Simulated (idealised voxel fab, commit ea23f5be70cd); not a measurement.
Process module heading - voxel lift off
The figure presents cross-section cut, which has a width of 285 nm and is divided into square cells with an edge length of 5 nm.
Each cross-section below is a grid of square cells, stated as bands in top-down order, with one or more rows of cells making up each band. Per band: top height and bottom height in nm, followed by the left-to-right materials and their widths in nm; "full width" marks a single material spanning edge to edge, "blank" marks empty space. Zero point of the height axis is 0; under it, received wafer = one material. Lowest band: continues down indefinitely, "0 -> down". When a width is written as two numbers, as in "30->40", the first number is the width in the top row of cells of the band and the second is the width in its bottom row, and the width changes by the same amount from each row to the next. A step reported as "remained the same" is a step in which no cell of the cross-section changed. This entry, "Closed-off voids", enumerates those empty regions of no fewer than 8 cells that possess no open connection to the top. Each region is reported in the form width x height at distance, the distance being taken from the left edge, with all three quantities expressed in nm. Formally, on a step line, whatever follows the settings is a remark that the simulator itself makes on the step. overlay nm: how far to the right of its planned place the mask lay on this masked step (negative: to the left).

**This section lists the process steps that were planned**
1: RECEIVE | material Si
2: CONFORMAL_DEP | material SiO2 | thk nm 5
3: PATTERN | tone open | mask id LINES | material resist | width nm 15 | pitch nm 30 | thk nm 20 | overlay nm 0
4: DIRECTIONAL_DEP | material Ru | thk nm 10
5: STRIP | etch materials resist
6: CONFORMAL_DEP | material SiO2 | thk nm 5

**Incoming wafer, cross-sectional view, post step 1**
  0 -> down | Si full width
  Closed-off voids: none

**Here's the wafer cut in cross-section after the module, started and planned just like above, except one thing was done wrong in the run**
  20 -> 10 | blank (100)  SiO2 (25)  blank (5)  SiO2 (25)  blank (5)  SiO2 (25)  blank (100)
  10 -> 0 | SiO2 full width
  0 -> down | Si full width
  Closed-off voids: none
Want to know what went wrong? contrary to plan, step 4 was performed as DIRECTIONAL_DEP | material SiO2 | thk nm 10
